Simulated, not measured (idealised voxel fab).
process module | voxel transistor to metal
cross-section cut | 210 nm wide | cells 5 nm
A cross-section is a grid of square cells, given in bands from the top down. A band is one or more rows of cells.
Each band's line starts with the height of the band's top and of its bottom, in nm. Then come its materials from left to right, each with its width in nm. One material with "throughout" fills the band from edge to edge. "air" is empty space.
Height 0 is the level under which the wafer as received is all one material. The lowest band goes on downwards, as in "0 down".
A width such as "30 to 40" changes by the same amount from each row of cells to the next, from the band's top row to its bottom row.
"no change" after a step means that no cell of the cross-section changed.
closed voids: empty space of 8 cells or more with no open way to the top, each as width x height at its distance from the left edge, in nm
after a step's settings: what the simulator itself notes on the step
overlay nm, on a step with a mask: how far to the right of its planned place the mask lay; to the left if negative
plan
1 op RECEIVE | material Si
2 op OXIDIZE | depth nm 5
3 op CONFORMAL_DEP | material SiN | thk nm 10
4 op DIRECTIONAL_DEP | material aC | thk nm 10
5 op PATTERN | tone cover | mask id ACTIVE | material resist | width nm 120 | thk nm 25 | overlay nm 0
6 op DIRECTIONAL_ETCH | etch materials aC | depth nm 10
7 op STRIP | etch materials resist
8 op DIRECTIONAL_ETCH | etch materials SiN | depth nm 10
9 op DIRECTIONAL_ETCH | etch materials SiO2 | depth nm 5
10 op DIRECTIONAL_ETCH | etch materials Si | depth nm 30
11 op STRIP | etch materials aC
12 op OXIDIZE | depth nm 5
13 op FILL_DEP | material SiO2 | thk nm 5
14 op CMP | height nm 10
15 op SELECTIVE_ETCH | etch materials SiO2 | depth nm 5
16 op STRIP | etch materials SiN
17 op SELECTIVE_ETCH | etch materials SiO2 | depth nm 5
18 op OXIDIZE | depth nm 5
19 op DIRECTIONAL_DEP | material polySi | thk nm 20
20 op DIRECTIONAL_DEP | material SiCN | thk nm 10
21 op DIRECTIONAL_DEP | material aC | thk nm 10
22 op PATTERN | tone cover | mask id GATE | material resist | width nm 30 | thk nm 30 | overlay nm 0
23 op DIRECTIONAL_ETCH | etch materials aC | depth nm 10
24 op STRIP | etch materials resist
25 op DIRECTIONAL_ETCH | etch materials SiCN | depth nm 20
26 op DIRECTIONAL_ETCH | etch materials polySi | depth nm 30
27 op STRIP | etch materials aC
28 op CONFORMAL_DEP | material SiO2 | thk nm 5
29 op DIRECTIONAL_ETCH | etch materials SiO2 | depth nm 5
30 op CONFORMAL_DEP | material SiN | thk nm 10
31 op DIRECTIONAL_ETCH | etch materials SiN | depth nm 10
32 op DIRECTIONAL_ETCH | etch materials SiO2 | depth nm 5
33 op DIRECTIONAL_ETCH | etch materials Si | depth nm 5
34 op EPI | material pSi | thk nm 10
35 op FILL_DEP | material SiO2 | thk nm 10
36 op CMP | height nm 15
37 op STRIP | etch materials polySi
38 op SELECTIVE_ETCH | etch materials SiO2 | depth nm 5
39 op CONFORMAL_DEP | material HfO2 | thk nm 5
40 op CONFORMAL_DEP | material TiN | thk nm 5
41 op FILL_DEP | material W | thk nm 10
42 op CMP | height nm 10
43 op DIRECTIONAL_DEP | material SiO2 | thk nm 15
44 op DIRECTIONAL_DEP | material aC | thk nm 15
45 op PATTERN | tone open | mask id CONTACT | material resist | width nm 15 | pitch nm 85 | thk nm 35 | overlay nm 0
46 op DIRECTIONAL_ETCH | etch materials aC | depth nm 15
47 op STRIP | etch materials resist
48 op DIRECTIONAL_ETCH | etch materials SiO2 | depth nm 25
49 op STRIP | etch materials aC
50 op CONFORMAL_DEP | material TiN | thk nm 5
51 op FILL_DEP | material W | thk nm 10
52 op CMP | height nm 25
53 op CONFORMAL_DEP | material SiN | thk nm 5
54 op DIRECTIONAL_DEP | material SiO2 | thk nm 20
55 op MASKED_ETCH | tone open | mask id METAL_1 | width nm 15 | pitch nm 85 | etch materials SiO2 | depth nm 20 | overlay nm 0
56 op MASKED_ETCH | tone open | mask id METAL_1 | width nm 15 | pitch nm 85 | etch materials SiN | depth nm 5 | overlay nm 0
57 op CONFORMAL_DEP | material TiN | thk nm 5
58 op FILL_DEP | material Cu | thk nm 10
59 op CMP | height nm 50
60 op CONFORMAL_DEP | material SiCN | thk nm 5
61 op DIRECTIONAL_DEP | material SiO2 | thk nm 25
62 op DIRECTIONAL_DEP | material aC | thk nm 10
63 op PATTERN | tone open | mask id METAL_2 | material resist | width nm 15 | pitch nm 85 | thk nm 30 | overlay nm 0
64 op DIRECTIONAL_ETCH | etch materials aC | depth nm 10
65 op STRIP | etch materials resist
66 op DIRECTIONAL_ETCH | etch materials SiO2 | depth nm 15
67 op STRIP | etch materials aC
68 op PATTERN | tone open | mask id METAL_2_HOLES | material resist | width nm 15 | pitch nm 85 | thk nm 15 | overlay nm 0
69 op DIRECTIONAL_ETCH | etch materials SiO2 | depth nm 10
70 op DIRECTIONAL_ETCH | etch materials SiCN | depth nm 5
71 op STRIP | etch materials resist
72 op CONFORMAL_DEP | material TiN | thk nm 5
73 op FILL_DEP | material Cu | thk nm 5
74 op CMP | height nm 80
75 op CONFORMAL_DEP | material SiN | thk nm 5
as received, after step 1
  0 down: Si throughout
  closed voids: none
a wafer at the end: this start, this plan, one mistake
  85 to 80: SiN throughout
  80 to 75: TiN 60 | Cu 5 | TiN 80 | Cu 5 | TiN 60
  75 to 70: SiO2 55 | TiN 5 | Cu 5 | TiN 5 | SiO2 70 | TiN 5 | Cu 5 | TiN 5 | SiO2 55
  70 to 65: SiO2 55 | TiN 15 | SiO2 70 | TiN 15 | SiO2 55
  65 to 55: aC throughout
  55 to 50: SiCN throughout
  50 to 30: SiO2 55 | TiN 5 | Cu 5 | TiN 5 | SiO2 70 | TiN 5 | Cu 5 | TiN 5 | SiO2 55
  30 to 25: SiN 55 | TiN 15 | SiN 70 | TiN 15 | SiN 55
  25 to 10: SiO2 55 | TiN 5 | W 5 | TiN 5 | SiO2 70 | TiN 5 | W 5 | TiN 5 | SiO2 55
  10 to 5: SiO2 55 | TiN 5 | W 5 | TiN 5 | SiO2 5 | SiN 10 | HfO2 5 | TiN 5 | W 20 | TiN 5 | HfO2 5 | SiN 10 | SiO2 5 | TiN 5 | W 5 | TiN 5 | SiO2 55
  5 to 0: SiO2 55 | TiN 15 | SiO2 5 | SiN 10 | HfO2 5 | TiN 5 | W 20 | TiN 5 | HfO2 5 | SiN 10 | SiO2 5 | TiN 15 | SiO2 55
  0 to -5: SiO2 45 | SiN 10 | pSi 20 | SiN 10 | HfO2 5 | TiN 30 | HfO2 5 | SiN 10 | pSi 20 | SiN 10 | SiO2 45
  -5 to -10: SiO2 55 | pSi 20 | SiO2 10 | HfO2 40 | SiO2 10 | pSi 20 | SiO2 55
  -10 to -15: SiO2 50 | Si 5 | pSi 20 | Si 60 | pSi 20 | Si 5 | SiO2 50
  -15 to -40: SiO2 50 | Si 110 | SiO2 50
  -40 down: Si throughout
  closed voids: none
what went wrong: steps 61 and 62 were swapped
